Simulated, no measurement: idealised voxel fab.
The name of this process module is voxel capacitor over wiring.
Section cut is 205 nm wide and gridded with 5 nm square cells.
Notation: cross-section as square-cell grid; stated in bands, top first, going down; one or more cell rows per band.
Top, bottom (nm), then materials left to right with widths (nm); lone material tagged "everywhere" fills the whole band edge to edge; "air" = empty space.
Heights from 0 (as-received wafer is one material below). Bottom band endless downward, as "0 nm and below".
Graded width ("30..40"): value in top row of band = first number; value in bottom row = second number; row-to-row change constant.
It should be understood that the words "remains unaltered", when stated for a given step, signify that the cross-section underwent no change in any of its cells during that step.
So "Closed void entries" is basically the list of trapped voids: any empty space of 8 cells or more that can't reach the top through an opening. They're written width x height at distance, the distance being from the left edge, and it's all nm.
What comes after the settings on a step's line is commentary from the simulator itself on that step.
On any step carrying a mask, the "overlay nm" setting, if present on the step's line, tells how far right of its planned place the mask lay; negative values point to the left.

-- Planned process steps
1. RECEIVE, material Si
2. CONFORMAL_DEP, material SiO2, thk nm 10
3. CONFORMAL_DEP, material SiN, thk nm 5
4. DIRECTIONAL_DEP, material lowk, thk nm 20
5. DIRECTIONAL_DEP, material aC, thk nm 10
6. PATTERN, tone open, mask id METAL_1, material resist, width nm 20, pitch nm 70, thk nm 25, overlay nm 0
7. DIRECTIONAL_ETCH, etch materials aC, depth nm 10
8. STRIP, etch materials resist
9. DIRECTIONAL_ETCH, etch materials lowk, depth nm 20
10. DIRECTIONAL_ETCH, etch materials SiN, depth nm 5
11. STRIP, etch materials aC
12. CONFORMAL_DEP, material TiN, thk nm 5
13. FILL_DEP, material Cu, thk nm 10
14. CMP, height nm 35
15. CONFORMAL_DEP, material SiCN, thk nm 5
16. DIRECTIONAL_DEP, material SiO2, thk nm 15
17. DIRECTIONAL_DEP, material aC, thk nm 15
18. PATTERN, tone open, mask id PLUG_1, material resist, width nm 15, thk nm 30, overlay nm 0
19. DIRECTIONAL_ETCH, etch materials aC, depth nm 15
20. STRIP, etch materials resist
21. DIRECTIONAL_ETCH, etch materials SiO2, depth nm 15
22. DIRECTIONAL_ETCH, etch materials SiCN, depth nm 5
23. STRIP, etch materials aC
24. EPI, material Ru, thk nm 10
25. EPI, material Ru, thk nm 10
26. DIRECTIONAL_DEP, material TiN, thk nm 10
27. DIRECTIONAL_DEP, material SiN, thk nm 5
28. DIRECTIONAL_DEP, material TiN, thk nm 10
29. DIRECTIONAL_DEP, material aC, thk nm 15
30. PATTERN, tone cover, mask id UPPER_PLATE, material resist, width nm 55, thk nm 35, overlay nm 0
31. DIRECTIONAL_ETCH, etch materials aC, depth nm 15
32. STRIP, etch materials resist
33. DIRECTIONAL_ETCH, etch materials TiN, depth nm 10
34. DIRECTIONAL_ETCH, etch materials SiN, depth nm 5
35. STRIP, etch materials aC
36. MASKED_ETCH, tone cover, mask id LOWER_PLATE, width nm 65, etch materials TiN, depth nm 10, overlay nm 0
37. FILL_DEP, material SiO2, thk nm 20
38. CMP, height nm 95
39. MASKED_ETCH, tone open, mask id PLUG_2, width nm 15, etch materials SiO2, depth nm 15, overlay nm 0
40. CONFORMAL_DEP, material TiN, thk nm 5
41. FILL_DEP, material Cu, thk nm 5
42. CMP, height nm 95
43. CONFORMAL_DEP, material SiCN, thk nm 5

-- The cross-section here shows the wafer as received, i.e. in its state after step 1
    0 nm and below | Si everywhere
    Closed void entries: none

-- Module complete - cross-section of the first of two wafers, run according to plan
    100 nm to 95 nm | SiCN everywhere
    95 nm to 85 nm | 70 of SiO2; 5 of TiN; 5 of Cu; 5 of TiN; 120 of SiO2
    85 nm to 80 nm | 70 of SiO2; 15 of TiN; 120 of SiO2
    80 nm to 70 nm | 60 of SiO2; 55 of TiN; 90 of SiO2
    70 nm to 65 nm | 60 of SiO2; 55 of SiN; 90 of SiO2
    65 nm to 55 nm | 55 of SiO2; 65 of TiN; 85 of SiO2
    55 nm to 40 nm | 60 of SiO2; 15 of Ru; 130 of SiO2
    40 nm to 35 nm | 60 of SiCN; 15 of Ru; 130 of SiCN
    35 nm to 15 nm | 55 of lowk; 5 of TiN; 10 of Cu; 5 of TiN; 50 of lowk; 5 of TiN; 10 of Cu; 5 of TiN; 60 of lowk
    15 nm to 10 nm | 55 of SiN; 20 of TiN; 50 of SiN; 20 of TiN; 60 of SiN
    10 nm to 0 nm | SiO2 everywhere
    0 nm and below | Si everywhere
    Closed void entries: none

-- Cross-section at end of module for the second wafer of two, which matched the first in starting point and plan and differed by one mistake in its processing
    100 nm to 95 nm | SiCN everywhere
    95 nm to 90 nm | 70 of SiO2; 15 of TiN; 120 of SiO2
    90 nm to 80 nm | 60 of SiO2; 25 of TiN; 120 of SiO2
    80 nm to 75 nm | 60 of SiO2; 25 of SiN; 30 of TiN; 90 of SiO2
    75 nm to 70 nm | 55 of SiO2; 60 of TiN; 90 of SiO2
    70 nm to 65 nm | 55 of SiO2; 30 of TiN; 30 of SiN; 90 of SiO2
    65 nm to 55 nm | 50 of SiO2; 35 of Ru; 35 of TiN; 85 of SiO2
    55 nm to 40 nm | 60 of SiO2; 15 of Ru; 130 of SiO2
    40 nm to 35 nm | 60 of SiCN; 15 of Ru; 130 of SiCN
    35 nm to 15 nm | 55 of lowk; 5 of TiN; 10 of Cu; 5 of TiN; 50 of lowk; 5 of TiN; 10 of Cu; 5 of TiN; 60 of lowk
    15 nm to 10 nm | 55 of SiN; 20 of TiN; 50 of SiN; 20 of TiN; 60 of SiN
    10 nm to 0 nm | SiO2 everywhere
    0 nm and below | Si everywhere
    Closed void entries: none
Deviation noted in wafer processing: one of the identical process steps 24 and 25 has been performed twice, and it is not possible to determine which
The final cell counts differ between the wafers, with the second having more or fewer of some materials than the first: Cu -2, Ru +14, SiO2 -8, TiN -4
